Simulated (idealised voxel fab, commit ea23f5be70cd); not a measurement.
This is a process module. Its name is voxel capacitor over wiring.
Cross-section cut spans 215 nm and uses square cells 5 nm in size.
Format of a cross-section: grid, square cells. Given as bands. Order: top down. Band: one or more rows of cells. Within each band entry, the heights of the top and of the bottom of the band appear first, in that order and in nm; the materials of the band then follow from left to right, each with its corresponding width in nm. The designation "full width" on a single material indicates that it fills the band from edge to edge; the designation "empty" indicates empty space. Where do heights start? At 0: under that level the wafer as delivered is made of one material only. And the lowest band has no floor; it just carries on downward, as in "0..down". Top row gets the first number, bottom row gets the second, and each row in between changes by the same step: that is how a band width like "30..40" works. "stayed the same", as given for a step, is the statement that not any cell of the cross-section underwent a change during that step. The entry titled "Closed void register" provides the empty spaces that have no open way to the top, restricted to those of 8 cells or more. Each is presented as width x height at distance, the distance being measured from the left edge, with all three in nm. It should be noted that, on the line of a given step, the content following the step's settings is a remark produced by the simulator itself with respect to that step. overlay nm: step with mask; distance mask lay right of planned place; negative value = left of planned place.
THE FOLLOWING LIST GIVES THE PLANNED PROCESS STEPS
1) RECEIVE | material Si
2) CONFORMAL_DEP | material SiO2 | thk nm 15
3) CONFORMAL_DEP | material SiCN | thk nm 5
4) DIRECTIONAL_DEP | material SiO2 | thk nm 20
5) DIRECTIONAL_DEP | material aC | thk nm 15
6) PATTERN | tone open | mask id METAL_1 | material resist | width nm 20 | pitch nm 75 | thk nm 30 | overlay nm 0
7) DIRECTIONAL_ETCH | etch materials aC | depth nm 15
8) STRIP | etch materials resist
9) DIRECTIONAL_ETCH | etch materials SiO2 | depth nm 20
10) DIRECTIONAL_ETCH | etch materials SiCN | depth nm 5
11) STRIP | etch materials aC
12) CONFORMAL_DEP | material TiN | thk nm 5
13) FILL_DEP | material W | thk nm 10
14) CMP | height nm 40
15) EPI | material Ru | thk nm 5
16) FILL_DEP | material SiCN | thk nm 5
17) DIRECTIONAL_DEP | material SiO2 | thk nm 10
18) MASKED_ETCH | tone open | mask id PLUG_1 | width nm 15 | etch materials SiO2 | depth nm 10 | overlay nm 0
19) MASKED_ETCH | tone open | mask id PLUG_1 | width nm 15 | etch materials SiCN | depth nm 5 | overlay nm 0
20) EPI | material Ru | thk nm 10
21) EPI | material Ru | thk nm 5
22) DIRECTIONAL_DEP | material TiN | thk nm 10
23) DIRECTIONAL_DEP | material Al2O3 | thk nm 5
24) DIRECTIONAL_DEP | material TiN | thk nm 5
25) MASKED_ETCH | tone cover | mask id UPPER_PLATE | width nm 60 | etch materials TiN | depth nm 5 | overlay nm 0
26) MASKED_ETCH | tone cover | mask id UPPER_PLATE | width nm 60 | etch materials Al2O3 | depth nm 5 | overlay nm 0
27) PATTERN | tone cover | mask id LOWER_PLATE | material resist | width nm 70 | thk nm 20 | overlay nm 0
28) DIRECTIONAL_ETCH | etch materials TiN | depth nm 10
29) STRIP | etch materials resist
30) FILL_DEP | material SiO2 | thk nm 20
31) CMP | height nm 95
32) MASKED_ETCH | tone open | mask id PLUG_2 | width nm 15 | etch materials SiO2 | depth nm 15 | overlay nm 0
33) CONFORMAL_DEP | material TiN | thk nm 5
34) FILL_DEP | material Ru | thk nm 5
35) CMP | height nm 95
36) CONFORMAL_DEP | material SiCN | thk nm 5
FIRST OF TWO WAFERS, WITH THE RUN CARRIED OUT AS PLANNED
AS RECEIVED (POST STEP 1): CROSS-SECTION
    0..down = Si full width
    Closed void register: none
CROSS-SECTION OF THE WAFER SUBSEQUENT TO STEP 2
    15..0 = SiO2 full width
    Everything below 0 is unchanged.
CROSS-SECTION OF THE WAFER SUBSEQUENT TO STEP 3
    20..15 = SiCN full width
    Everything below 15 is unchanged.
CROSS-SECTION OF THE WAFER SUBSEQUENT TO STEP 4
    40..20 = SiO2 full width
    Everything below 20 is unchanged.
CROSS-SECTION OF THE WAFER SUBSEQUENT TO STEP 5
    55..40 = aC full width
    Everything below 40 is unchanged.
CROSS-SECTION OF THE WAFER SUBSEQUENT TO STEP 6
    85..55 = resist: 60; empty: 20; resist: 55; empty: 20; resist: 60
    Everything below 55 is unchanged.
CROSS-SECTION OF THE WAFER SUBSEQUENT TO STEP 7
    70..55 = resist: 60; empty: 20; resist: 55; empty: 20; resist: 60
    55..40 = aC: 60; empty: 20; aC: 55; empty: 20; aC: 60
    Everything below 40 is unchanged.
CROSS-SECTION OF THE WAFER SUBSEQUENT TO STEP 8
    55..40 = aC: 60; empty: 20; aC: 55; empty: 20; aC: 60
    Everything below 40 is unchanged.
CROSS-SECTION OF THE WAFER SUBSEQUENT TO STEP 9
    55..40 = aC: 60; empty: 20; aC: 55; empty: 20; aC: 60
    40..20 = SiO2: 60; empty: 20; SiO2: 55; empty: 20; SiO2: 60
    Everything below 20 is unchanged.
CROSS-SECTION OF THE WAFER SUBSEQUENT TO STEP 10
    55..40 = aC: 60; empty: 20; aC: 55; empty: 20; aC: 60
    40..20 = SiO2: 60; empty: 20; SiO2: 55; empty: 20; SiO2: 60
    20..15 = SiCN: 60; empty: 20; SiCN: 55; empty: 20; SiCN: 60
    Everything below 15 is unchanged.
CROSS-SECTION OF THE WAFER SUBSEQUENT TO STEP 11
    40..20 = SiO2: 60; empty: 20; SiO2: 55; empty: 20; SiO2: 60
    Everything below 20 is unchanged.
CROSS-SECTION OF THE WAFER SUBSEQUENT TO STEP 12
    45..40 = TiN: 65; empty: 10; TiN: 65; empty: 10; TiN: 65
    40..20 = SiO2: 60; TiN: 5; empty: 10; TiN: 5; SiO2: 55; TiN: 5; empty: 10; TiN: 5; SiO2: 60
    20..15 = SiCN: 60; TiN: 20; SiCN: 55; TiN: 20; SiCN: 60
    Everything below 15 is unchanged.
CROSS-SECTION OF THE WAFER SUBSEQUENT TO STEP 13
    55..45 = W full width
    45..40 = TiN: 65; W: 10; TiN: 65; W: 10; TiN: 65
    40..20 = SiO2: 60; TiN: 5; W: 10; TiN: 5; SiO2: 55; TiN: 5; W: 10; TiN: 5; SiO2: 60
    Everything below 20 is unchanged.
CROSS-SECTION OF THE WAFER SUBSEQUENT TO STEP 14
    40..20 = SiO2: 60; TiN: 5; W: 10; TiN: 5; SiO2: 55; TiN: 5; W: 10; TiN: 5; SiO2: 60
    Everything below 20 is unchanged.
CROSS-SECTION OF THE WAFER SUBSEQUENT TO STEP 15
    45..40 = empty: 55; Ru: 30; empty: 45; Ru: 30; empty: 55
    Everything below 40 is unchanged.
CROSS-SECTION OF THE WAFER SUBSEQUENT TO STEP 16
    50..45 = SiCN full width
    45..40 = SiCN: 55; Ru: 30; SiCN: 45; Ru: 30; SiCN: 55
    Everything below 40 is unchanged.
CROSS-SECTION OF THE WAFER SUBSEQUENT TO STEP 17
    60..50 = SiO2 full width
    Everything below 50 is unchanged.
CROSS-SECTION OF THE WAFER SUBSEQUENT TO STEP 18
    60..50 = SiO2: 65; empty: 15; SiO2: 135
    Everything below 50 is unchanged.
CROSS-SECTION OF THE WAFER SUBSEQUENT TO STEP 19
    60..50 = SiO2: 65; empty: 15; SiO2: 135
    50..45 = SiCN: 65; empty: 15; SiCN: 135
    Everything below 45 is unchanged.
CROSS-SECTION OF THE WAFER SUBSEQUENT TO STEP 20
    60..55 = SiO2: 65; empty: 15; SiO2: 135
    55..50 = SiO2: 65; Ru: 15; SiO2: 135
    50..45 = SiCN: 65; Ru: 15; SiCN: 135
    Everything below 45 is unchanged.
CROSS-SECTION OF THE WAFER SUBSEQUENT TO STEP 21
    60..50 = SiO2: 65; Ru: 15; SiO2: 135
    Everything below 50 is unchanged.
CROSS-SECTION OF THE WAFER SUBSEQUENT TO STEP 22
    70..60 = TiN full width
    Everything below 60 is unchanged.
CROSS-SECTION OF THE WAFER SUBSEQUENT TO STEP 23
    75..70 = Al2O3 full width
    Everything below 70 is unchanged.
CROSS-SECTION OF THE WAFER SUBSEQUENT TO STEP 24
    80..75 = TiN full width
    Everything below 75 is unchanged.
CROSS-SECTION OF THE WAFER SUBSEQUENT TO STEP 25
    80..75 = empty: 65; TiN: 60; empty: 90
    Everything below 75 is unchanged.
CROSS-SECTION OF THE WAFER SUBSEQUENT TO STEP 26
    80..75 = empty: 65; TiN: 60; empty: 90
    75..70 = empty: 65; Al2O3: 60; empty: 90
    Everything below 70 is unchanged.
CROSS-SECTION OF THE WAFER SUBSEQUENT TO STEP 27
    100..80 = empty: 60; resist: 70; empty: 85
    80..75 = empty: 60; resist: 5; TiN: 60; resist: 5; empty: 85
    75..70 = empty: 60; resist: 5; Al2O3: 60; resist: 5; empty: 85
    Everything below 70 is unchanged.
CROSS-SECTION OF THE WAFER SUBSEQUENT TO STEP 28
    100..80 = empty: 60; resist: 70; empty: 85
    80..75 = empty: 60; resist: 5; TiN: 60; resist: 5; empty: 85
    75..70 = empty: 60; resist: 5; Al2O3: 60; resist: 5; empty: 85
    70..60 = empty: 60; TiN: 70; empty: 85
    Everything below 60 is unchanged.
CROSS-SECTION OF THE WAFER SUBSEQUENT TO STEP 29
    80..75 = empty: 65; TiN: 60; empty: 90
    75..70 = empty: 65; Al2O3: 60; empty: 90
    Everything below 70 is unchanged.
CROSS-SECTION OF THE WAFER SUBSEQUENT TO STEP 30
    100..80 = SiO2 full width
    80..75 = SiO2: 65; TiN: 60; SiO2: 90
    75..70 = SiO2: 65; Al2O3: 60; SiO2: 90
    70..60 = SiO2: 60; TiN: 70; SiO2: 85
    Everything below 60 is unchanged.
CROSS-SECTION OF THE WAFER SUBSEQUENT TO STEP 31
    95..80 = SiO2 full width
    Everything below 80 is unchanged.
CROSS-SECTION OF THE WAFER SUBSEQUENT TO STEP 32
    95..80 = SiO2: 75; empty: 15; SiO2: 125
    Everything below 80 is unchanged.
CROSS-SECTION OF THE WAFER SUBSEQUENT TO STEP 33
    100..95 = TiN: 80; empty: 5; TiN: 130
    95..85 = SiO2: 75; TiN: 5; empty: 5; TiN: 5; SiO2: 125
    85..75 = SiO2: 75..65; TiN: 15..60; SiO2: 125..90
    Everything below 75 is unchanged.
CROSS-SECTION OF THE WAFER SUBSEQUENT TO STEP 34
    105..100 = Ru full width
    100..95 = TiN: 80; Ru: 5; TiN: 130
    95..85 = SiO2: 75; TiN: 5; Ru: 5; TiN: 5; SiO2: 125
    Everything below 85 is unchanged.
CROSS-SECTION OF THE WAFER SUBSEQUENT TO STEP 35
    95..85 = SiO2: 75; TiN: 5; Ru: 5; TiN: 5; SiO2: 125
    Everything below 85 is unchanged.
CROSS-SECTION OF THE WAFER SUBSEQUENT TO STEP 36
    100..95 = SiCN full width
    Everything below 95 is unchanged.
SECOND OF TWO: SAME START, SAME PLAN, ONE RUN ERROR; STEPS UP TO AND INCLUDING 35 MATCH THE FIRST
LOOK AT THE SECOND WAFER IN CROSS-SECTION AT THE TIME STEP 36 OUGHT TO HAVE FINISHED
    100..95 = W full width
    Everything below 95 is unchanged.
Run error: step 36, actual vs plan mismatch, actual run CONFORMAL_DEP | material W | thk nm 5
Final difference in cells, second wafer against first, listed per material as more or fewer: SiCN: 43 fewer, W: 43 more
